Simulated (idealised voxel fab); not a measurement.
process module | voxel released beams
cross-section cut | 275 nm wide | cells 5 nm
A cross-section is a grid of square cells, given in bands from the top down. A band is one or more rows of cells.
Each band's line starts with the height of the band's top and of its bottom, in nm. Then come its materials from left to right, each with its width in nm. One material with "throughout" fills the band from edge to edge. "air" is empty space.
Height 0 is the level under which the wafer as received is all one material. The lowest band goes on downwards, as in "0 down".
A width such as "30 to 40" changes by the same amount from each row of cells to the next, from the band's top row to its bottom row.
"no change" after a step means that no cell of the cross-section changed.
closed voids: empty space of 8 cells or more with no open way to the top, each as width x height at its distance from the left edge, in nm
after a step's settings: what the simulator itself notes on the step
overlay nm, on a step with a mask: how far to the right of its planned place the mask lay; to the left if negative
plan
1 op RECEIVE | material Si
2 op CONFORMAL_DEP | material Al2O3 | thk nm 5
3 op DIRECTIONAL_DEP | material SiO2 | thk nm 20
4 op MASKED_ETCH | tone open | mask id ANCHOR | width nm 25 | etch materials SiO2 | depth nm 20 | overlay nm 0
5 op CONFORMAL_DEP | material SiN | thk nm 10
6 op DIRECTIONAL_DEP | material aC | thk nm 10
7 op PATTERN | tone cover | mask id BEAM | material resist | width nm 75 | thk nm 25 | overlay nm 0
8 op DIRECTIONAL_ETCH | etch materials aC | depth nm 10
9 op STRIP | etch materials resist
10 op DIRECTIONAL_ETCH | etch materials SiN | depth nm 10
11 op STRIP | etch materials aC
12 op STRIP | etch materials SiO2
as received, after step 1
  0 down: Si throughout
  closed voids: none
first wafer at the end, as planned
  35 to 25: air 95 | SiN 15 | air 5 | SiN 55 | air 105
  25 to 15: air 100 | SiN 10 | air 5 | SiN 10 | air 150
  15 to 5: air 100 | SiN 25 | air 150
  5 to 0: Al2O3 throughout
  0 down: Si throughout
  closed voids: none
second wafer at the end: like start, like plan, one mistake
  30 to 20: air 95 | SiN 15 | air 5 | SiN 55 | air 105
  20 to 15: air 100 | SiN 10 | air 5 | SiN 10 | air 150
  15 to 5: air 100 | SiN 25 | air 150
  5 to 0: Al2O3 throughout
  0 down: Si throughout
  closed voids: none
what went wrong: step 3 ran as: op DIRECTIONAL_DEP | material SiO2 | thk nm 15
at the end the second wafer has, in cells: 4 fewer of SiN
